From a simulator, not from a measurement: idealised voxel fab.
Process module name: voxel self aligned contacts
The figure presents cross-section cut, which has a width of 290 nm and is divided into square cells with an edge length of 5 nm.
Cross-section format: a grid of square cells, given as bands from top to bottom; each band is one or more rows of cells.
Look at the band entry: it leads with the top's height and the bottom's height in nm. Then it lists the materials left to right, with a width in nm for each. The word "all across" on a single material says that material fills the band edge to edge. The word "blank" is empty space.
For the purposes of this specification, 0 denotes the height below which the wafer in its as-received condition is composed wholly of one material, and the lowermost band, lacking a lower limit, extends downward without end, as expressed in "0..down".
The notation "30->40" denotes a width that varies across the rows of cells in the band, beginning at the first number in the top row, finishing at the second number in the bottom row, and changing by an identical amount from each row to the next.
Reading "identical to before" for a step: not a cell of the cross-section changed in it.
"Sealed internal voids" means: voids of 8 cells or more that are shut off from the top with no open way through. Written width x height at distance, distance from the left edge, in nm.
If you see something after the settings on a step's line, that's the simulator's own remark about that step.
The setting "overlay nm" may be written on the line of a step. When the step uses a mask, the value reports how far to the right of the planned place the mask lay, and a negative value reports that it lay to the left.
From here on the document is pairs. In a pair, the cross-section before one process step comes with the cross-section after it, and the latter goes no deeper than the lowest band that changed. What lies in between, the step and its settings, is written under the pair. A pair may be from a different run of this module on the same starting wafer than the pair above it, so it continues from that pair only where its entry headed "Pre-step profile" says so.

PRE-STEP PROFILE
- 60..55 = 120 of TiN; 45 of blank; 125 of TiN
- 55..45 = 115 of SiO2; 5->25 of TiN; 45->5 of blank; 5->25 of TiN; 120 of SiO2
- 45..25 = 90 of SiO2; 45 of SiN; 5 of TiN; 5 of blank; 5 of TiN; 45 of SiN; 95 of SiO2
- 25..0 = 90 of SiO2; 10 of SiN; 25 of polySi; 10 of SiN; 5 of TiN; 5 of blank; 5 of TiN; 10 of SiN; 25 of polySi; 10 of SiN; 95 of SiO2
- 0..-5 = 135 of SiO2; 15 of TiN; 140 of SiO2
- -5..down = Si all across
- Sealed internal voids: none

RESULT OF STEP
- 70..60 = Ru all across
- 60..55 = 120 of TiN; 45 of Ru; 125 of TiN
- 55..45 = 115 of SiO2; 5->25 of TiN; 45->5 of Ru; 5->25 of TiN; 120 of SiO2
- 45..25 = 90 of SiO2; 45 of SiN; 5 of TiN; 5 of Ru; 5 of TiN; 45 of SiN; 95 of SiO2
- 25..0 = 90 of SiO2; 10 of SiN; 25 of polySi; 10 of SiN; 5 of TiN; 5 of Ru; 5 of TiN; 10 of SiN; 25 of polySi; 10 of SiN; 95 of SiO2
- Heights below 0 show no change.
- Sealed internal voids: none
What was done to get from the upper cross-section to the lower one? FILL_DEP, material Ru, thk nm 10

Pre-step profile: starting point is the after cross-section of the pair just above.

RESULT OF STEP
- 55..45 = 115 of SiO2; 5->25 of TiN; 45->5 of Ru; 5->25 of TiN; 120 of SiO2
- Heights below 45 show no change.
- Sealed internal voids: none
What was done to get from the upper cross-section to the lower one? CMP, height nm 55

Pre-step profile: starting point is the after cross-section of the pair just above.

RESULT OF STEP
- 60..55 = SiN all across
- Heights below 55 show no change.
- Sealed internal voids: none
What was done to get from the upper cross-section to the lower one? CONFORMAL_DEP, material SiN, thk nm 5

PRE-STEP PROFILE
- 55..45 = aC all across
- 45..25 = SiN all across
- 25..0 = polySi all across
- 0..-5 = SiO2 all across
- -5..down = Si all across
- Sealed internal voids: none

RESULT OF STEP
- 80..55 = 90 of blank; 25 of resist; 35 of blank; 25 of resist; 115 of blank
- Heights below 55 show no change.
- Sealed internal voids: none
What was done to get from the upper cross-section to the lower one? PATTERN, tone cover, mask id GATE, material resist, width nm 25, pitch nm 60, thk nm 25, overlay nm -10

Pre-step profile: starting point is the after cross-section of the pair just above.

RESULT OF STEP
- 70..55 = 90 of blank; 25 of resist; 35 of blank; 25 of resist; 115 of blank
- 55..45 = 90 of blank; 25 of aC; 35 of blank; 25 of aC; 115 of blank
- Heights below 45 show no change.
- Sealed internal voids: none
What was done to get from the upper cross-section to the lower one? DIRECTIONAL_ETCH, etch materials aC, depth nm 10

Pre-step profile: starting point is the after cross-section of the pair just above.

RESULT OF STEP
- 55..45 = 90 of blank; 25 of aC; 35 of blank; 25 of aC; 115 of blank
- Heights below 45 show no change.
- Sealed internal voids: none
What was done to get from the upper cross-section to the lower one? STRIP, etch materials resist

Pre-step profile: starting point is the after cross-section of the pair just above.

RESULT OF STEP
- 55..45 = 90 of blank; 25 of aC; 35 of blank; 25 of aC; 115 of blank
- 45..25 = 90 of blank; 25 of SiN; 35 of blank; 25 of SiN; 115 of blank
- Heights below 25 show no change.
- Sealed internal voids: none
What was done to get from the upper cross-section to the lower one? DIRECTIONAL_ETCH, etch materials SiN, depth nm 20

Pre-step profile: starting point is the after cross-section of the pair just above.

RESULT OF STEP
- 55..45 = 90 of blank; 25 of aC; 35 of blank; 25 of aC; 115 of blank
- 45..25 = 90 of blank; 25 of SiN; 35 of blank; 25 of SiN; 115 of blank
- 25..0 = 90 of blank; 25 of polySi; 35 of blank; 25 of polySi; 115 of blank
- Heights below 0 show no change.
- Sealed internal voids: none
What was done to get from the upper cross-section to the lower one? DIRECTIONAL_ETCH, etch materials polySi, depth nm 25

Pre-step profile: starting point is the after cross-section of the pair just above.

RESULT OF STEP
- 45..25 = 90 of blank; 25 of SiN; 35 of blank; 25 of SiN; 115 of blank
- Heights below 25 show no change.
- Sealed internal voids: none
What was done to get from the upper cross-section to the lower one? STRIP, etch materials aC

Pre-step profile: starting point is the after cross-section of the pair just above.

RESULT OF STEP
- 55..25 = 80 of blank; 45 of SiN; 15 of blank; 45 of SiN; 105 of blank
- 25..10 = 80 of blank; 10 of SiN; 25 of polySi; 10 of SiN; 15 of blank; 10 of SiN; 25 of polySi; 10 of SiN; 105 of blank
- 10..0 = 90 of SiN; 25 of polySi; 35 of SiN; 25 of polySi; 115 of SiN
- Heights below 0 show no change.
- Sealed internal voids: none
What was done to get from the upper cross-section to the lower one? CONFORMAL_DEP, material SiN, thk nm 10

Pre-step profile: starting point is the after cross-section of the pair just above.

RESULT OF STEP
- 45..25 = 80 of blank; 45 of SiN; 15 of blank; 45 of SiN; 105 of blank
- 25..0 = 80 of blank; 10 of SiN; 25 of polySi; 10 of SiN; 15 of blank; 10 of SiN; 25 of polySi; 10 of SiN; 105 of blank
- Heights below 0 show no change.
- Sealed internal voids: none
What was done to get from the upper cross-section to the lower one? DIRECTIONAL_ETCH, etch materials SiN, depth nm 10

Pre-step profile: starting point is the after cross-section of the pair just above.

RESULT OF STEP
- 65..45 = SiO2 all across
- 45..25 = 80 of SiO2; 45 of SiN; 15 of SiO2; 45 of SiN; 105 of SiO2
- 25..0 = 80 of SiO2; 10 of SiN; 25 of polySi; 10 of SiN; 15 of SiO2; 10 of SiN; 25 of polySi; 10 of SiN; 105 of SiO2
- Heights below 0 show no change.
- Sealed internal voids: none
What was done to get from the upper cross-section to the lower one? FILL_DEP, material SiO2, thk nm 20

Pre-step profile: starting point is the after cross-section of the pair just above.

RESULT OF STEP
- 55..45 = SiO2 all across
- Heights below 45 show no change.
- Sealed internal voids: none
What was done to get from the upper cross-section to the lower one? CMP, height nm 55

Pre-step profile: starting point is the after cross-section of the pair just above.

RESULT OF STEP
- 55..45 = 120 of SiO2; 45 of blank; 125 of SiO2
- 45..25 = 80 of SiO2; 45 of SiN; 15 of blank; 45 of SiN; 105 of SiO2
- 25..0 = 80 of SiO2; 10 of SiN; 25 of polySi; 10 of SiN; 15 of blank; 10 of SiN; 25 of polySi; 10 of SiN; 105 of SiO2
- 0..-5 = 125 of SiO2; 15 of blank; 150 of SiO2
- Heights below -5 show no change.
- Sealed internal voids: none
What was done to get from the upper cross-section to the lower one? MASKED_ETCH, tone open, mask id CONTACT, width nm 45, etch materials SiO2, depth nm 60, overlay nm 0

Pre-step profile: starting point is the after cross-section of the pair just above.

RESULT OF STEP
- 60..55 = 125 of TiN; 35 of blank; 130 of TiN
- 55..45 = 120 of SiO2; 5->10 of TiN; 35->5 of blank; 5->30 of TiN; 125 of SiO2
- 45..25 = 80 of SiO2; 45 of SiN; 5 of TiN; 5 of blank; 5 of TiN; 45 of SiN; 105 of SiO2
- 25..0 = 80 of SiO2; 10 of SiN; 25 of polySi; 10 of SiN; 5 of TiN; 5 of blank; 5 of TiN; 10 of SiN; 25 of polySi; 10 of SiN; 105 of SiO2
- 0..-5 = 125 of SiO2; 15 of TiN; 150 of SiO2
- Heights below -5 show no change.
- Sealed internal voids: none
What was done to get from the upper cross-section to the lower one? CONFORMAL_DEP, material TiN, thk nm 5

Pre-step profile: starting point is the after cross-section of the pair just above.

RESULT OF STEP
- 70..60 = Ru all across
- 60..55 = 125 of TiN; 35 of Ru; 130 of TiN
- 55..45 = 120 of SiO2; 5->10 of TiN; 35->5 of Ru; 5->30 of TiN; 125 of SiO2
- 45..25 = 80 of SiO2; 45 of SiN; 5 of TiN; 5 of Ru; 5 of TiN; 45 of SiN; 105 of SiO2
- 25..0 = 80 of SiO2; 10 of SiN; 25 of polySi; 10 of SiN; 5 of TiN; 5 of Ru; 5 of TiN; 10 of SiN; 25 of polySi; 10 of SiN; 105 of SiO2
- Heights below 0 show no change.
- Sealed internal voids: none
What was done to get from the upper cross-section to the lower one? FILL_DEP, material Ru, thk nm 10

Pre-step profile: starting point is the after cross-section of the pair just above.

RESULT OF STEP
- 55..45 = 120 of SiO2; 5->10 of TiN; 35->5 of Ru; 5->30 of TiN; 125 of SiO2
- Heights below 45 show no change.
- Sealed internal voids: none
What was done to get from the upper cross-section to the lower one? CMP, height nm 55

Pre-step profile: starting point is the after cross-section of the pair just above.

RESULT OF STEP
- 60..55 = SiN all across
- Heights below 55 show no change.
- Sealed internal voids: none
What was done to get from the upper cross-section to the lower one? CONFORMAL_DEP, material SiN, thk nm 5

PRE-STEP PROFILE
- 0..-5 = SiO2 all across
- -5..down = Si all across
- Sealed internal voids: none

RESULT OF STEP
- 25..0 = Ru all across
- Heights below 0 show no change.
- Sealed internal voids: none
What was done to get from the upper cross-section to the lower one? DIRECTIONAL_DEP, material Ru, thk nm 25

Pre-step profile: starting point is the after cross-section of the pair just above.

RESULT OF STEP
- 45..25 = SiN all across
- Heights below 25 show no change.
- Sealed internal voids: none
What was done to get from the upper cross-section to the lower one? DIRECTIONAL_DEP, material SiN, thk nm 20

Pre-step profile: starting point is the after cross-section of the pair just above.

RESULT OF STEP
- 55..45 = aC all across
- Heights below 45 show no change.
- Sealed internal voids: none
What was done to get from the upper cross-section to the lower one? DIRECTIONAL_DEP, material aC, thk nm 10

Pre-step profile: starting point is the after cross-section of the pair just above.

RESULT OF STEP
- 80..55 = 100 of blank; 25 of resist; 35 of blank; 25 of resist; 105 of blank
- Heights below 55 show no change.
- Sealed internal voids: none
What was done to get from the upper cross-section to the lower one? PATTERN, tone cover, mask id GATE, material resist, width nm 25, pitch nm 60, thk nm 25, overlay nm 0

Pre-step profile: starting point is the after cross-section of the pair just above.

RESULT OF STEP
- 70..55 = 100 of blank; 25 of resist; 35 of blank; 25 of resist; 105 of blank
- 55..45 = 100 of blank; 25 of aC; 35 of blank; 25 of aC; 105 of blank
- Heights below 45 show no change.
- Sealed internal voids: none
What was done to get from the upper cross-section to the lower one? DIRECTIONAL_ETCH, etch materials aC, depth nm 10

Pre-step profile: starting point is the after cross-section of the pair just above.

RESULT OF STEP
- 55..45 = 100 of blank; 25 of aC; 35 of blank; 25 of aC; 105 of blank
- Heights below 45 show no change.
- Sealed internal voids: none
What was done to get from the upper cross-section to the lower one? STRIP, etch materials resist

Pre-step profile: starting point is the after cross-section of the pair just above.

RESULT OF STEP
- 55..45 = 100 of blank; 25 of aC; 35 of blank; 25 of aC; 105 of blank
- 45..25 = 100 of blank; 25 of SiN; 35 of blank; 25 of SiN; 105 of blank
- Heights below 25 show no change.
- Sealed internal voids: none
What was done to get from the upper cross-section to the lower one? DIRECTIONAL_ETCH, etch materials SiN, depth nm 20

Pre-step profile: starting point is the after cross-section of the pair just above.

RESULT OF STEP
- 45..25 = 100 of blank; 25 of SiN; 35 of blank; 25 of SiN; 105 of blank
- Heights below 25 show no change.
- Sealed internal voids: none
What was done to get from the upper cross-section to the lower one? STRIP, etch materials aC

Pre-step profile: starting point is the after cross-section of the pair just above.

RESULT OF STEP
- 55..35 = 90 of blank; 45 of SiN; 15 of blank; 45 of SiN; 95 of blank
- 35..25 = SiN all across
- Heights below 25 show no change.
- Sealed internal voids: none
What was done to get from the upper cross-section to the lower one? CONFORMAL_DEP, material SiN, thk nm 10

Pre-step profile: starting point is the after cross-section of the pair just above.

RESULT OF STEP
- 45..25 = 90 of blank; 45 of SiN; 15 of blank; 45 of SiN; 95 of blank
- Heights below 25 show no change.
- Sealed internal voids: none
What was done to get from the upper cross-section to the lower one? DIRECTIONAL_ETCH, etch materials SiN, depth nm 10

Pre-step profile: starting point is the after cross-section of the pair just above.

RESULT OF STEP
- 65..45 = SiO2 all across
- 45..25 = 90 of SiO2; 45 of SiN; 15 of SiO2; 45 of SiN; 95 of SiO2
- Heights below 25 show no change.
- Sealed internal voids: none
What was done to get from the upper cross-section to the lower one? FILL_DEP, material SiO2, thk nm 20

Pre-step profile: starting point is the after cross-section of the pair just above.

RESULT OF STEP
- 55..45 = SiO2 all across
- Heights below 45 show no change.
- Sealed internal voids: none
What was done to get from the upper cross-section to the lower one? CMP, height nm 55

Pre-step profile: starting point is the after cross-section of the pair just above.

RESULT OF STEP
- 55..45 = 120 of SiO2; 45 of blank; 125 of SiO2
- 45..25 = 90 of SiO2; 45 of SiN; 15 of blank; 45 of SiN; 95 of SiO2
- Heights below 25 show no change.
- Sealed internal voids: none
What was done to get from the upper cross-section to the lower one? MASKED_ETCH, tone open, mask id CONTACT, width nm 45, etch materials SiO2, depth nm 60, overlay nm 0

Pre-step profile: starting point is the after cross-section of the pair just above.

RESULT OF STEP
- 60..55 = 125 of TiN; 35 of blank; 130 of TiN
- 55..45 = 120 of SiO2; 5->20 of TiN; 35->5 of blank; 5->20 of TiN; 125 of SiO2
- 45..30 = 90 of SiO2; 45 of SiN; 5 of TiN; 5 of blank; 5 of TiN; 45 of SiN; 95 of SiO2
- 30..25 = 90 of SiO2; 45 of SiN; 15 of TiN; 45 of SiN; 95 of SiO2
- Heights below 25 show no change.
- Sealed internal voids: none
What was done to get from the upper cross-section to the lower one? CONFORMAL_DEP, material TiN, thk nm 5

Pre-step profile: starting point is the after cross-section of the pair just above.

RESULT OF STEP
- 70..60 = Ru all across
- 60..55 = 125 of TiN; 35 of Ru; 130 of TiN
- 55..45 = 120 of SiO2; 5->20 of TiN; 35->5 of Ru; 5->20 of TiN; 125 of SiO2
- 45..30 = 90 of SiO2; 45 of SiN; 5 of TiN; 5 of Ru; 5 of TiN; 45 of SiN; 95 of SiO2
- Heights below 30 show no change.
- Sealed internal voids: none
What was done to get from the upper cross-section to the lower one? FILL_DEP, material Ru, thk nm 10

Pre-step profile: starting point is the after cross-section of the pair just above.

RESULT OF STEP
- 55..45 = 120 of SiO2; 5->20 of TiN; 35->5 of Ru; 5->20 of TiN; 125 of SiO2
- Heights below 45 show no change.
- Sealed internal voids: none
What was done to get from the upper cross-section to the lower one? CMP, height nm 55

Pre-step profile: starting point is the after cross-section of the pair just above.

RESULT OF STEP
- 60..55 = SiN all across
- Heights below 55 show no change.
- Sealed internal voids: none
What was done to get from the upper cross-section to the lower one? CONFORMAL_DEP, material SiN, thk nm 5

PRE-STEP PROFILE
- 55..45 = SiO2 all across
- 45..25 = 90 of SiO2; 45 of SiN; 15 of SiO2; 45 of SiN; 95 of SiO2
- 25..0 = 90 of SiO2; 10 of SiN; 25 of polySi; 10 of SiN; 15 of SiO2; 10 of SiN; 25 of polySi; 10 of SiN; 95 of SiO2
- 0..-5 = SiO2 all across
- -5..down = Si all across
- Sealed internal voids: none

RESULT OF STEP
- 55..45 = 120 of blank; 45 of SiO2; 125 of blank
- 45..25 = 90 of blank; 45 of SiN; 15 of SiO2; 45 of SiN; 95 of blank
- 25..0 = 90 of blank; 10 of SiN; 25 of polySi; 10 of SiN; 15 of SiO2; 10 of SiN; 25 of polySi; 10 of SiN; 95 of blank
- 0..-5 = 90 of blank; 105 of SiO2; 95 of blank
- Heights below -5 show no change.
- Sealed internal voids: none
What was done to get from the upper cross-section to the lower one? MASKED_ETCH, tone cover, mask id CONTACT, width nm 45, etch materials SiO2, depth nm 60, overlay nm 0

Pre-step profile: starting point is the after cross-section of the pair just above.

RESULT OF STEP
- 60..55 = 115 of blank; 55 of TiN; 120 of blank
- 55..45 = 115->85 of blank; 5->35 of TiN; 45 of SiO2; 5->35 of TiN; 120->90 of blank
- 45..25 = 85 of blank; 5 of TiN; 45 of SiN; 15 of SiO2; 45 of SiN; 5 of TiN; 90 of blank
- 25..0 = 85 of blank; 5 of TiN; 10 of SiN; 25 of polySi; 10 of SiN; 15 of SiO2; 10 of SiN; 25 of polySi; 10 of SiN; 5 of TiN; 90 of blank
- 0..-5 = 90 of TiN; 105 of SiO2; 95 of TiN
- Heights below -5 show no change.
- Sealed internal voids: none
What was done to get from the upper cross-section to the lower one? CONFORMAL_DEP, material TiN, thk nm 5

Pre-step profile: starting point is the after cross-section of the pair just above.

RESULT OF STEP
- 70..60 = Ru all across
- 60..55 = 115 of Ru; 55 of TiN; 120 of Ru
- 55..45 = 115->85 of Ru; 5->35 of TiN; 45 of SiO2; 5->35 of TiN; 120->90 of Ru
- 45..25 = 85 of Ru; 5 of TiN; 45 of SiN; 15 of SiO2; 45 of SiN; 5 of TiN; 90 of Ru
- 25..0 = 85 of Ru; 5 of TiN; 10 of SiN; 25 of polySi; 10 of SiN; 15 of SiO2; 10 of SiN; 25 of polySi; 10 of SiN; 5 of TiN; 90 of Ru
- Heights below 0 show no change.
- Sealed internal voids: none
What was done to get from the upper cross-section to the lower one? FILL_DEP, material Ru, thk nm 10

Pre-step profile: starting point is the after cross-section of the pair just above.

RESULT OF STEP
- 55..45 = 115->85 of Ru; 5->35 of TiN; 45 of SiO2; 5->35 of TiN; 120->90 of Ru
- Heights below 45 show no change.
- Sealed internal voids: none
What was done to get from the upper cross-section to the lower one? CMP, height nm 55

Pre-step profile: starting point is the after cross-section of the pair just above.

RESULT OF STEP
- 60..55 = SiN all across
- Heights below 55 show no change.
- Sealed internal voids: none
What was done to get from the upper cross-section to the lower one? CONFORMAL_DEP, material SiN, thk nm 5
